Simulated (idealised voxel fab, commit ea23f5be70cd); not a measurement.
This is a process module. Its name is voxel wiring stack.
Cross-section cut spans 265 nm and uses square cells 5 nm in size.
Cross-section layout: square cells on a grid; listed as bands, top to bottom; a band spans one or more cell rows.
Heads up on the band format: heights come first, top then bottom, in nm. After that it's the materials left to right, each with its width in nm. A single material flagged "everywhere" fills the whole band edge to edge, and "air" means there's empty space there.
The level at which height equals 0 is the one under which the wafer, as it arrives, is entirely one material. No lower edge exists for the bottom band, which continues downward and is notated as in "top 0, no bottom".
The expression "30->40" gives the width at the extremes of the band, the first number at its top row of cells and the second at its bottom row, with the width changing by equal amounts from each row to the next in between.
A step reported as "all unchanged" is a step in which no cell of the cross-section changed.
"Sealed cavities" enumerates empty spaces isolated from the top, with no open way to it, that contain at least 8 cells, giving each as width x height at distance from the left edge, all three in nm.
If you see something after the settings on a step's line, that's the simulator's own remark about that step.
Each step line may optionally specify "overlay nm", which for a step with a mask gives the rightward distance between the mask's planned place and where it lay, a negative value indicating the leftward direction.

The steps planned for the process are as follows
- 1: op RECEIVE | material Si
- 2: op CONFORMAL_DEP | material SiO2 | thk nm 15
- 3: op CONFORMAL_DEP | material SiN | thk nm 5
- 4: op DIRECTIONAL_DEP | material lowk | thk nm 25
- 5: op DIRECTIONAL_DEP | material aC | thk nm 10
- 6: op PATTERN | tone open | mask id METAL_1 | material resist | width nm 25 | pitch nm 45 | thk nm 25 | overlay nm 0
- 7: op DIRECTIONAL_ETCH | etch materials aC | depth nm 10
- 8: op STRIP | etch materials resist
- 9: op DIRECTIONAL_ETCH | etch materials lowk | depth nm 25
- 10: op DIRECTIONAL_ETCH | etch materials SiN | depth nm 5
- 11: op STRIP | etch materials aC
- 12: op CONFORMAL_DEP | material TiN | thk nm 5
- 13: op FILL_DEP | material Cu | thk nm 10
- 14: op CMP | height nm 45
- 15: op CONFORMAL_DEP | material SiCN | thk nm 5
- 16: op DIRECTIONAL_DEP | material SiO2 | thk nm 10
- 17: op DIRECTIONAL_DEP | material aC | thk nm 10
- 18: op PATTERN | tone open | mask id PLUG_1 | material resist | width nm 15 | thk nm 25 | overlay nm 0
- 19: op DIRECTIONAL_ETCH | etch materials aC | depth nm 10
- 20: op STRIP | etch materials resist
- 21: op DIRECTIONAL_ETCH | etch materials SiO2 | depth nm 10
- 22: op DIRECTIONAL_ETCH | etch materials SiCN | depth nm 5
- 23: op STRIP | etch materials aC
- 24: op CONFORMAL_DEP | material TiN | thk nm 5
- 25: op FILL_DEP | material Ru | thk nm 10
- 26: op CMP | height nm 60
- 27: op CONFORMAL_DEP | material SiN | thk nm 5
- 28: op DIRECTIONAL_DEP | material SiO2 | thk nm 15
- 29: op MASKED_ETCH | tone open | mask id METAL_2 | width nm 25 | pitch nm 45 | etch materials SiO2 | depth nm 15 | overlay nm 0
- 30: op MASKED_ETCH | tone open | mask id METAL_2 | width nm 25 | pitch nm 45 | etch materials SiN | depth nm 5 | overlay nm 0
- 31: op CONFORMAL_DEP | material TiN | thk nm 5
- 32: op FILL_DEP | material W | thk nm 10
- 33: op CMP | height nm 80
- 34: op CONFORMAL_DEP | material SiCN | thk nm 5
- 35: op DIRECTIONAL_DEP | material lowk | thk nm 20
- 36: op MASKED_ETCH | tone open | mask id PLUG_2 | width nm 15 | pitch nm 45 | etch materials lowk | depth nm 20 | overlay nm 0
- 37: op MASKED_ETCH | tone open | mask id PLUG_2 | width nm 15 | pitch nm 45 | etch materials SiCN | depth nm 5 | overlay nm 0
- 38: op CONFORMAL_DEP | material TiN | thk nm 5
- 39: op FILL_DEP | material W | thk nm 10
- 40: op CMP | height nm 105
- 41: op CONFORMAL_DEP | material SiN | thk nm 5
- 42: op DIRECTIONAL_DEP | material SiO2 | thk nm 10
- 43: op DIRECTIONAL_DEP | material aC | thk nm 15
- 44: op PATTERN | tone open | mask id METAL_3 | material resist | width nm 25 | pitch nm 45 | thk nm 30 | overlay nm 0
- 45: op DIRECTIONAL_ETCH | etch materials aC | depth nm 15
- 46: op STRIP | etch materials resist
- 47: op DIRECTIONAL_ETCH | etch materials SiO2 | depth nm 20
- 48: op DIRECTIONAL_ETCH | etch materials SiN | depth nm 5
- 49: op STRIP | etch materials aC
- 50: op CONFORMAL_DEP | material TiN | thk nm 5
- 51: op FILL_DEP | material W | thk nm 10
- 52: op CMP | height nm 130
- 53: op EPI | material Ru | thk nm 5
- 54: op FILL_DEP | material SiCN | thk nm 5
What sets these wafers apart? The thk nm at step 42. They all start alike, and the plan carries the first wafer's value.

The first of several wafers, as received after step 1, seen in section
  top 0, no bottom | Si everywhere
  Sealed cavities: none

Below, a row for every wafer. Read it as the end-of-module picture: for each material the wafer shows its cells gained (+) or lost (-) since it was received, and then its closed voids
thk nm 10, +30 Cu, +55 Ru, +150 SiCN, +129 SiN, +474 SiO2, +146 TiN, +97 W, +403 lowk, Sealed cavities: none
thk nm 15, +30 Cu, +55 Ru, +150 SiCN, +129 SiN, +517 SiO2, +150 TiN, +50 W, +403 lowk, Sealed cavities: none
thk nm 20, +30 Cu, +16 Ru, +189 SiCN, +129 SiN, +560 SiO2, +107 TiN, +50 W, +403 lowk, Sealed cavities: none
thk nm 25, +30 Cu, +16 Ru, +189 SiCN, +139 SiN, +570 SiO2, +99 TiN, +38 W, +403 lowk, Sealed cavities: none
thk nm 30, +30 Cu, +16 Ru, +189 SiCN, +139 SiN, +580 SiO2, +95 TiN, +32 W, +403 lowk, Sealed cavities: none
thk nm 35, +30 Cu, +16 Ru, +189 SiCN, +139 SiN, +590 SiO2, +91 TiN, +26 W, +403 lowk, Sealed cavities: none
